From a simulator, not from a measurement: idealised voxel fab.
Documented hereafter: the process module known as voxel transistor to metal.
The cross-section on display is named cut; it measures 170 nm wide, and its cells are 5 nm squares.
If you're reading a cross-section in this doc, picture square cells in a grid; it comes to you as bands, top ones listed first down to the bottom, and a band can be one or more rows of cells.
Band: top and bottom heights (nm) first, top before bottom; then materials from left to right, widths in nm. "edge to edge" marks a sole material filling the band edge to edge. "blank" denotes empty space.
Note: height 0 marks the level under which the wafer is uniformly one material as received. Lowest band unbounded below, written "0 down".
The expression "30..40" gives the width at the extremes of the band, the first number at its top row of cells and the second at its bottom row, with the width changing by equal amounts from each row to the next in between.
"all unchanged" after a step means that no cell of the cross-section changed.
Reported under the label "Closed void inventory" are the empty spaces having no open way to the top and comprising 8 cells or more; the notation for each is width x height at distance, in which the distance is measured from the left edge and all three values are in nm.
Whatever follows a step's settings on its line is a remark the simulator itself makes about that step.
overlay nm: on a step with a mask, how far right of its planned place the mask lay; negative means left.
[This section lists the process steps that were planned]
1) RECEIVE (material Si)
2) CONFORMAL_DEP (material SiO2; thk nm 5)
3) CONFORMAL_DEP (material SiN; thk nm 10)
4) DIRECTIONAL_DEP (material aC; thk nm 10)
5) PATTERN (tone cover; mask id ACTIVE; material resist; width nm 110; thk nm 25; overlay nm 0)
6) DIRECTIONAL_ETCH (etch materials aC; depth nm 10)
7) STRIP (etch materials resist)
8) DIRECTIONAL_ETCH (etch materials SiN; depth nm 10)
9) DIRECTIONAL_ETCH (etch materials SiO2; depth nm 5)
10) DIRECTIONAL_ETCH (etch materials Si; depth nm 20)
11) STRIP (etch materials aC)
12) FILL_DEP (material SiO2; thk nm 15)
13) CMP (height nm 15)
14) SELECTIVE_ETCH (etch materials SiO2; depth nm 5)
15) STRIP (etch materials SiN)
16) SELECTIVE_ETCH (etch materials SiO2; depth nm 5)
17) OXIDIZE (depth nm 5)
18) DIRECTIONAL_DEP (material polySi; thk nm 30)
19) DIRECTIONAL_DEP (material SiCN; thk nm 15)
20) MASKED_ETCH (tone cover; mask id GATE; width nm 30; etch materials SiCN; depth nm 25; overlay nm 0)
21) MASKED_ETCH (tone cover; mask id GATE; width nm 30; etch materials polySi; depth nm 40; overlay nm 0)
22) CONFORMAL_DEP (material SiN; thk nm 5)
23) DIRECTIONAL_ETCH (etch materials SiN; depth nm 5)
24) DIRECTIONAL_ETCH (etch materials SiO2; depth nm 5)
25) DIRECTIONAL_ETCH (etch materials Si; depth nm 15)
26) EPI (material pSi; thk nm 15)
27) FILL_DEP (material SiO2; thk nm 10)
28) CMP (height nm 30)
29) STRIP (etch materials polySi)
30) SELECTIVE_ETCH (etch materials SiO2; depth nm 5)
31) CONFORMAL_DEP (material HfO2; thk nm 5)
32) CONFORMAL_DEP (material TiN; thk nm 5)
33) FILL_DEP (material W; thk nm 5)
34) CMP (height nm 25)
35) DIRECTIONAL_DEP (material SiO2; thk nm 10)
36) PATTERN (tone open; mask id CONTACT; material resist; width nm 15; pitch nm 75; thk nm 20; overlay nm 0)
37) DIRECTIONAL_ETCH (etch materials SiO2; depth nm 40)
38) STRIP (etch materials resist)
39) CONFORMAL_DEP (material TiN; thk nm 5)
40) FILL_DEP (material Ru; thk nm 10)
41) CMP (height nm 35)
42) DIRECTIONAL_DEP (material TiN; thk nm 5)
43) DIRECTIONAL_DEP (material W; thk nm 25)
44) DIRECTIONAL_DEP (material aC; thk nm 15)
45) PATTERN (tone cover; mask id METAL_1; material resist; width nm 15; pitch nm 75; thk nm 30; overlay nm 0)
46) DIRECTIONAL_ETCH (etch materials aC; depth nm 15)
47) STRIP (etch materials resist)
48) DIRECTIONAL_ETCH (etch materials W; depth nm 25)
49) DIRECTIONAL_ETCH (etch materials TiN; depth nm 5)
50) STRIP (etch materials aC)
51) CONFORMAL_DEP (material SiCN; thk nm 5)
52) FILL_DEP (material lowk; thk nm 10)
53) CMP (height nm 65)
54) CONFORMAL_DEP (material SiCN; thk nm 5)
[Received-state cross-section, reflecting completion of step 1]
> 0 down: Si edge to edge
> Closed void inventory: none
[Cross-sectional view of the first of the two wafers upon completion of the module, processed in accordance with the plan]
> 70 to 65: SiCN edge to edge
> 65 to 40: lowk: 35; SiCN: 5; W: 15; SiCN: 5; lowk: 50; SiCN: 5; W: 15; SiCN: 5; lowk: 35
> 40 to 35: SiCN: 40; TiN: 15; SiCN: 60; TiN: 15; SiCN: 40
> 35 to 25: SiO2: 40; TiN: 5; Ru: 5; TiN: 5; SiO2: 60; TiN: 5; Ru: 5; TiN: 5; SiO2: 40
> 25 to 15: SiO2: 40; TiN: 5; Ru: 5; TiN: 5; SiO2: 10; SiN: 5; HfO2: 5; TiN: 5; W: 10; TiN: 5; HfO2: 5; SiN: 5; SiO2: 10; TiN: 5; Ru: 5; TiN: 5; SiO2: 40
> 15 to 10: SiO2: 40; TiN: 15; SiO2: 10; SiN: 5; HfO2: 5; TiN: 5; W: 10; TiN: 5; HfO2: 5; SiN: 5; SiO2: 10; TiN: 15; SiO2: 40
> 10 to 5: SiO2: 40; TiN: 10; pSi: 15; SiN: 5; HfO2: 5; TiN: 5; W: 10; TiN: 5; HfO2: 5; SiN: 5; pSi: 15; TiN: 10; SiO2: 40
> 5 to 0: SiO2: 25; SiN: 5; SiO2: 10; TiN: 10; pSi: 15; SiN: 5; HfO2: 5; TiN: 20; HfO2: 5; SiN: 5; pSi: 15; TiN: 10; SiO2: 10; SiN: 5; SiO2: 25
> 0 to -5: SiO2: 40; TiN: 10; pSi: 15; HfO2: 40; pSi: 15; TiN: 10; SiO2: 40
> -5 to -20: SiO2: 30; pSi: 35; Si: 40; pSi: 35; SiO2: 30
> -20 down: Si edge to edge
> Closed void inventory: none
[Cross-section, second wafer: same start as the first, same plan as the first, one mistake in running it; taken at the end of the module]
> 70 to 65: SiCN edge to edge
> 65 to 40: lowk: 25; SiCN: 5; W: 15; SiCN: 5; lowk: 50; SiCN: 5; W: 15; SiCN: 5; lowk: 45
> 40 to 35: SiCN: 30; TiN: 15; SiCN: 60; TiN: 15; SiCN: 50
> 35 to 25: SiO2: 40; TiN: 5; Ru: 5; TiN: 5; SiO2: 60; TiN: 5; Ru: 5; TiN: 5; SiO2: 40
> 25 to 15: SiO2: 40; TiN: 5; Ru: 5; TiN: 5; SiO2: 10; SiN: 5; HfO2: 5; TiN: 5; W: 10; TiN: 5; HfO2: 5; SiN: 5; SiO2: 10; TiN: 5; Ru: 5; TiN: 5; SiO2: 40
> 15 to 10: SiO2: 40; TiN: 15; SiO2: 10; SiN: 5; HfO2: 5; TiN: 5; W: 10; TiN: 5; HfO2: 5; SiN: 5; SiO2: 10; TiN: 15; SiO2: 40
> 10 to 5: SiO2: 40; TiN: 10; pSi: 15; SiN: 5; HfO2: 5; TiN: 5; W: 10; TiN: 5; HfO2: 5; SiN: 5; pSi: 15; TiN: 10; SiO2: 40
> 5 to 0: SiO2: 25; SiN: 5; SiO2: 10; TiN: 10; pSi: 15; SiN: 5; HfO2: 5; TiN: 20; HfO2: 5; SiN: 5; pSi: 15; TiN: 10; SiO2: 10; SiN: 5; SiO2: 25
> 0 to -5: SiO2: 40; TiN: 10; pSi: 15; HfO2: 40; pSi: 15; TiN: 10; SiO2: 40
> -5 to -20: SiO2: 30; pSi: 35; Si: 40; pSi: 35; SiO2: 30
> -20 down: Si edge to edge
> Closed void inventory: none
Finding, execution versus plan: contrary to plan, step 45 was performed as PATTERN (tone cover; mask id METAL_1; material resist; width nm 15; pitch nm 75; thk nm 30; overlay nm -10)
When the process is done, the second wafer contains the same cell count of every material as the first wafer, but distributed over other locations.
